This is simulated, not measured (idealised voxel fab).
The name of this process module is voxel capacitor over wiring.
Xsec cut, 165 nm wide, square cell size 5 nm.
For the purposes of this document, a cross-section shall be understood as a grid of square cells, specified as bands listed in top-to-bottom order, each band consisting of one or more rows of cells.
The band entry comprises the height of the band's top followed by the height of its bottom, expressed in nm, and subsequently the band's materials from left to right, each stated together with its width in nm. Where a single material is marked with the word "everywhere", that material fills the band from edge to edge. The word "blank" represents empty space.
Counting heights begins at 0, where everything beneath is, in the wafer as received, one material. The lowest band has no bottom; it goes on downwards, as "top 0, no bottom" shows.
A two-number width, for instance "30->40", indicates that the width is equal to the first number in the top row of the band and to the second number in the bottom row, and that it changes by a constant amount per row of cells.
It should be understood that the words "nothing was modified", when stated for a given step, signify that the cross-section underwent no change in any of its cells during that step.
Fully sealed voids: empty space of 8 cells or more with no open way to the top, each as width x height at its distance from the left edge, in nm
If you see something after the settings on a step's line, that's the simulator's own remark about that step.
overlay nm: mask right of planned place by this much (step with mask). Neg. = left.
-- Below is the list of planned process steps
| 1 | RECEIVE, material Si |
| 2 | CONFORMAL_DEP, material SiO2, thk nm 15 |
| 3 | DIRECTIONAL_DEP, material TiN, thk nm 5 |
| 4 | DIRECTIONAL_DEP, material W, thk nm 5 |
| 5 | PATTERN, tone cover, mask id METAL_1, material resist, width nm 30, pitch nm 90, thk nm 20, overlay nm 0 |
| 6 | DIRECTIONAL_ETCH, etch materials W, depth nm 15 |
| 7 | DIRECTIONAL_ETCH, etch materials TiN, depth nm 5 |
| 8 | STRIP, etch materials resist |
| 9 | CONFORMAL_DEP, material SiN, thk nm 5 |
| 10 | FILL_DEP, material lowk, thk nm 5 |
| 11 | CMP, height nm 35 |
| 12 | CONFORMAL_DEP, material SiCN, thk nm 5 |
| 13 | DIRECTIONAL_DEP, material lowk, thk nm 10 |
| 14 | PATTERN, tone open, mask id PLUG_1, material resist, width nm 15, thk nm 15, overlay nm 0 |
| 15 | DIRECTIONAL_ETCH, etch materials lowk, depth nm 10 |
| 16 | DIRECTIONAL_ETCH, etch materials SiCN, depth nm 5 |
| 17 | STRIP, etch materials resist |
| 18 | CONFORMAL_DEP, material TiN, thk nm 5 |
| 19 | FILL_DEP, material Cu, thk nm 5 |
| 20 | CMP, height nm 50 |
| 21 | DIRECTIONAL_DEP, material TiN, thk nm 10 |
| 22 | DIRECTIONAL_DEP, material SiN, thk nm 5 |
| 23 | DIRECTIONAL_DEP, material TiN, thk nm 5 |
| 24 | MASKED_ETCH, tone cover, mask id UPPER_PLATE, width nm 65, etch materials TiN, depth nm 5, overlay nm 0 |
| 25 | MASKED_ETCH, tone cover, mask id UPPER_PLATE, width nm 65, etch materials SiN, depth nm 5, overlay nm 0 |
| 26 | DIRECTIONAL_DEP, material aC, thk nm 10 |
| 27 | PATTERN, tone cover, mask id LOWER_PLATE, material resist, width nm 75, thk nm 30, overlay nm 0 |
| 28 | DIRECTIONAL_ETCH, etch materials aC, depth nm 10 |
| 29 | STRIP, etch materials resist |
| 30 | DIRECTIONAL_ETCH, etch materials TiN, depth nm 10 |
| 31 | STRIP, etch materials aC |
| 32 | FILL_DEP, material SiO2, thk nm 20 |
| 33 | CMP, height nm 85 |
| 34 | DIRECTIONAL_DEP, material aC, thk nm 10 |
| 35 | PATTERN, tone open, mask id PLUG_2, material resist, width nm 15, thk nm 25, overlay nm 0 |
| 36 | DIRECTIONAL_ETCH, etch materials aC, depth nm 10 |
| 37 | STRIP, etch materials resist |
| 38 | DIRECTIONAL_ETCH, etch materials SiO2, depth nm 15 |
| 39 | STRIP, etch materials aC |
| 40 | CONFORMAL_DEP, material TiN, thk nm 5 |
| 41 | FILL_DEP, material Cu, thk nm 10 |
| 42 | CMP, height nm 85 |
| 43 | CONFORMAL_DEP, material SiN, thk nm 5 |
Wafer-to-wafer difference: thk nm, step 4. Common start. Plan = first wafer's value.
-- first wafer as received, after step 1
    top 0, no bottom  Si everywhere
    Fully sealed voids: none
-- Take a look at the first of several wafers in cross-section: the module is done, and step 43 was its last step
    top 90, bottom 85  SiN everywhere
    top 85, bottom 75  SiO2 45, then TiN 5, then Cu 5, then TiN 5, then SiO2 105
    top 75, bottom 65  SiO2 45->35, then TiN 15->65, then SiO2 105->65
    top 65, bottom 60  SiO2 35, then SiN 65, then SiO2 65
    top 60, bottom 50  SiO2 30, then TiN 75, then SiO2 60
    top 50, bottom 40  lowk 35, then TiN 5, then Cu 5, then TiN 5, then lowk 115
    top 40, bottom 35  SiCN 35, then TiN 15, then SiCN 115
    top 35, bottom 30  lowk everywhere
    top 30, bottom 25  lowk 15, then SiN 40, then lowk 50, then SiN 40, then lowk 20
    top 25, bottom 20  lowk 15, then SiN 5, then W 30, then SiN 5, then lowk 50, then SiN 5, then W 30, then SiN 5, then lowk 20
    top 20, bottom 15  SiN 20, then TiN 30, then SiN 60, then TiN 30, then SiN 25
    top 15, bottom 0  SiO2 everywhere
    top 0, no bottom  Si everywhere
    Fully sealed voids: none
-- The last wafer as seen in cross-section at the end of the module
    top 90, bottom 85  SiN everywhere
    top 85, bottom 75  SiO2 45, then TiN 5, then Cu 5, then TiN 5, then SiO2 105
    top 75, bottom 65  SiO2 45->35, then TiN 15->65, then SiO2 105->65
    top 65, bottom 60  SiO2 35, then SiN 65, then SiO2 65
    top 60, bottom 50  SiO2 30, then TiN 75, then SiO2 60
    top 50, bottom 40  lowk 35, then TiN 5, then Cu 5, then TiN 5, then lowk 115
    top 40, bottom 35  SiCN 35, then TiN 15, then SiCN 115
    top 35, bottom 20  W everywhere
    top 20, bottom 15  TiN everywhere
    top 15, bottom 0  SiO2 everywhere
    top 0, no bottom  Si everywhere
    Fully sealed voids: none
-- Per-wafer rows below. For each material: cells gained (+) or lost (-) since the wafer was received, as of end of module. Then: closed voids
thk nm 5 | +4 Cu | +30 SiCN | +87 SiN | +265 SiO2 | +69 TiN | +12 W | +127 lowk | Fully sealed voids: none
thk nm 10 | +4 Cu | +30 SiCN | +91 SiN | +265 SiO2 | +69 TiN | +24 W | +111 lowk | Fully sealed voids: none
thk nm 15 | +4 Cu | +30 SiCN | +79 SiN | +265 SiO2 | +69 TiN | +36 W | +111 lowk | Fully sealed voids: none
thk nm 20 | +4 Cu | +30 SiCN | +71 SiN | +265 SiO2 | +90 TiN | +57 W | +77 lowk | Fully sealed voids: none
thk nm 25 | +4 Cu | +30 SiCN | +67 SiN | +265 SiO2 | +90 TiN | +78 W | +60 lowk | Fully sealed voids: none
thk nm 30 | +4 Cu | +30 SiCN | +46 SiN | +265 SiO2 | +90 TiN | +99 W | +60 lowk | Fully sealed voids: none
